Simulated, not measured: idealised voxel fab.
The following process module bears the name voxel fin reveal.
Each square cell in cross-section cut measures 5 nm, and the section as a whole is 185 nm wide.
Notation: cross-section as square-cell grid; stated in bands, top first, going down; one or more cell rows per band. In this notation a band is specified by the heights of its top and bottom, in that order and in nm, after which its materials appear from left to right, each paired with its width in nm. The word "everywhere" attached to a single material means that material fills the band from edge to edge; the word "empty" stands for empty space. The level at which height equals 0 is the one under which the wafer, as it arrives, is entirely one material. No lower edge exists for the bottom band, which continues downward and is notated as in "0 and below". So if you see something like "30 to 40" for the width, read it as the top row of the band sitting at the first number and the bottom row at the second, with every row in between moving by the same amount as the last. The designation "remained unchanged", where it is given for a processing step, indicates that no cell of the cross-section was altered in the course of that step. What "Completely sealed voids" gives you is every empty space of 8 cells or more that is cut off from the top. Each appears as width x height at distance, with the distance taken from the left edge and width, height and distance all in nm. What comes after the settings on a step's line is commentary from the simulator itself on that step. "overlay nm", when on a step's line for a step with a mask, measures how far to the right of its planned place the mask lay; a negative measure means to the left.
-- Process steps foreseen in the plan
1. op RECEIVE | material Si
2. op CONFORMAL_DEP | material SiN | thk nm 10
3. op PATTERN | tone cover | mask id FINS | material resist | width nm 15 | pitch nm 40 | thk nm 20 | overlay nm 0
4. op DIRECTIONAL_ETCH | etch materials SiN | depth nm 10
5. op DIRECTIONAL_ETCH | etch materials Si | depth nm 35
6. op STRIP | etch materials resist
7. op OXIDIZE | depth nm 5
8. op FILL_DEP | material SiO2 | thk nm 10
9. op CMP | height nm 10
10. op SELECTIVE_ETCH | etch materials SiO2 | depth nm 30
11. op STRIP | etch materials SiN
12. op CONFORMAL_DEP | material HfO2 | thk nm 5
-- Received-state cross-section, reflecting completion of step 1
  0 and below  Si everywhere
  Completely sealed voids: none
-- Module complete, cross-section. Starting point and plan per above. One mistake made in running the module
  5 down to 0  65 nm empty / 15 nm HfO2 / 25 nm empty / 15 nm HfO2 / 65 nm empty
  0 down to -35  65 nm empty / 5 nm HfO2 / 5 nm Si / 5 nm HfO2 / 25 nm empty / 5 nm HfO2 / 5 nm Si / 5 nm HfO2 / 65 nm empty
  -35 down to -40  70 nm HfO2 / 5 nm Si / 35 nm HfO2 / 5 nm Si / 70 nm HfO2
  -40 and below  Si everywhere
  Completely sealed voids: none
Nonconformance to the process plan: step 10 of the plan saw execution twice
